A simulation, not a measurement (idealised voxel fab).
process module | voxel air gaps
cross-section cut | 285 nm wide | cells 5 nm
A cross-section is a grid of square cells, given in bands from the top down. A band is one or more rows of cells.
Each band's line starts with the height of the band's top and of its bottom, in nm. Then come its materials from left to right, each with its width in nm. One material with "throughout" fills the band from edge to edge. "air" is empty space.
Height 0 is the level under which the wafer as received is all one material. The lowest band goes on downwards, as in "0 down".
A width such as "30 to 40" changes by the same amount from each row of cells to the next, from the band's top row to its bottom row.
"no change" after a step means that no cell of the cross-section changed.
closed voids: empty space of 8 cells or more with no open way to the top, each as width x height at its distance from the left edge, in nm
after a step's settings: what the simulator itself notes on the step
overlay nm, on a step with a mask: how far to the right of its planned place the mask lay; to the left if negative
plan
1 op RECEIVE | material Si
2 op CONFORMAL_DEP | material SiO2 | thk nm 10
3 op CONFORMAL_DEP | material SiN | thk nm 5
4 op DIRECTIONAL_DEP | material SiO2 | thk nm 30
5 op DIRECTIONAL_DEP | material aC | thk nm 15
6 op PATTERN | tone open | mask id LINES | material resist | width nm 25 | pitch nm 50 | thk nm 30 | overlay nm -15
7 op DIRECTIONAL_ETCH | etch materials aC | depth nm 15
8 op STRIP | etch materials resist
9 op DIRECTIONAL_ETCH | etch materials SiO2 | depth nm 30
10 op STRIP | etch materials aC
11 op CONFORMAL_DEP | material TiN | thk nm 5
12 op FILL_DEP | material Cu | thk nm 5
13 op CMP | height nm 45
14 op EPI | material Ru | thk nm 10
15 op SELECTIVE_ETCH | etch materials SiO2 | depth nm 40
16 op CONFORMAL_DEP | material SiN | thk nm 5
varied across the wafers: overlay nm of step 6. The plan shows the first wafer's value. All wafers start alike
first wafer as received, after step 1
  0 down: Si throughout
  closed voids: none
first wafer at the end, after step 16
  60 to 55: air 25 | SiN 205 | air 55
  55 to 45: air 25 | SiN 5 | Ru 45 | SiN 5 | Ru 45 | SiN 5 | Ru 45 | SiN 5 | Ru 45 | SiN 5 | air 55
  45 to 40: air 25 | SiN 15 | TiN 5 | Cu 15 | TiN 5 | SiN 25 | TiN 5 | Cu 15 | TiN 5 | SiN 25 | TiN 5 | Cu 15 | TiN 5 | SiN 25 | TiN 5 | Cu 15 | TiN 5 | SiN 15 | air 55
  40 to 20: air 35 | SiN 5 | TiN 5 | Cu 15 | TiN 5 | SiN 5 | air 15 | SiN 5 | TiN 5 | Cu 15 | TiN 5 | SiN 5 | air 15 | SiN 5 | TiN 5 | Cu 15 | TiN 5 | SiN 5 | air 15 | SiN 5 | TiN 5 | Cu 15 | TiN 5 | SiN 5 | air 65
  20 to 15: SiN 40 | TiN 25 | SiN 25 | TiN 25 | SiN 25 | TiN 25 | SiN 25 | TiN 25 | SiN 70
  15 to 10: SiN throughout
  10 to 0: SiO2 throughout
  0 down: Si throughout
  closed voids: 15 x 20 at 70; 15 x 20 at 120; 15 x 20 at 170
last wafer at the end
  60 to 55: air 55 | SiN 205 | air 25
  55 to 45: air 55 | SiN 5 | Ru 45 | SiN 5 | Ru 45 | SiN 5 | Ru 45 | SiN 5 | Ru 45 | SiN 5 | air 25
  45 to 40: air 55 | SiN 15 | TiN 5 | Cu 15 | TiN 5 | SiN 25 | TiN 5 | Cu 15 | TiN 5 | SiN 25 | TiN 5 | Cu 15 | TiN 5 | SiN 25 | TiN 5 | Cu 15 | TiN 5 | SiN 15 | air 25
  40 to 20: air 65 | SiN 5 | TiN 5 | Cu 15 | TiN 5 | SiN 5 | air 15 | SiN 5 | TiN 5 | Cu 15 | TiN 5 | SiN 5 | air 15 | SiN 5 | TiN 5 | Cu 15 | TiN 5 | SiN 5 | air 15 | SiN 5 | TiN 5 | Cu 15 | TiN 5 | SiN 5 | air 35
  20 to 15: SiN 70 | TiN 25 | SiN 25 | TiN 25 | SiN 25 | TiN 25 | SiN 25 | TiN 25 | SiN 40
  15 to 10: SiN throughout
  10 to 0: SiO2 throughout
  0 down: Si throughout
  closed voids: 15 x 20 at 100; 15 x 20 at 150; 15 x 20 at 200
each wafer at the end: cells of each material gained (+) or lost (-) since it was received, then its closed voids
overlay nm -15 | +60 Cu | +72 Ru | +198 SiN | +114 SiO2 | +60 TiN | closed voids: 15 x 20 at 70; 15 x 20 at 120; 15 x 20 at 170
overlay nm -10 | +60 Cu | +72 Ru | +198 SiN | +114 SiO2 | +60 TiN | closed voids: 15 x 20 at 75; 15 x 20 at 125; 15 x 20 at 175
overlay nm -5 | +60 Cu | +72 Ru | +198 SiN | +114 SiO2 | +60 TiN | closed voids: 15 x 20 at 80; 15 x 20 at 130; 15 x 20 at 180
overlay nm 0 | +60 Cu | +72 Ru | +198 SiN | +114 SiO2 | +60 TiN | closed voids: 15 x 20 at 85; 15 x 20 at 135; 15 x 20 at 185
overlay nm 5 | +60 Cu | +72 Ru | +198 SiN | +114 SiO2 | +60 TiN | closed voids: 15 x 20 at 90; 15 x 20 at 140; 15 x 20 at 190
overlay nm 10 | +60 Cu | +72 Ru | +198 SiN | +114 SiO2 | +60 TiN | closed voids: 15 x 20 at 95; 15 x 20 at 145; 15 x 20 at 195
overlay nm 15 | +60 Cu | +72 Ru | +198 SiN | +114 SiO2 | +60 TiN | closed voids: 15 x 20 at 100; 15 x 20 at 150; 15 x 20 at 200
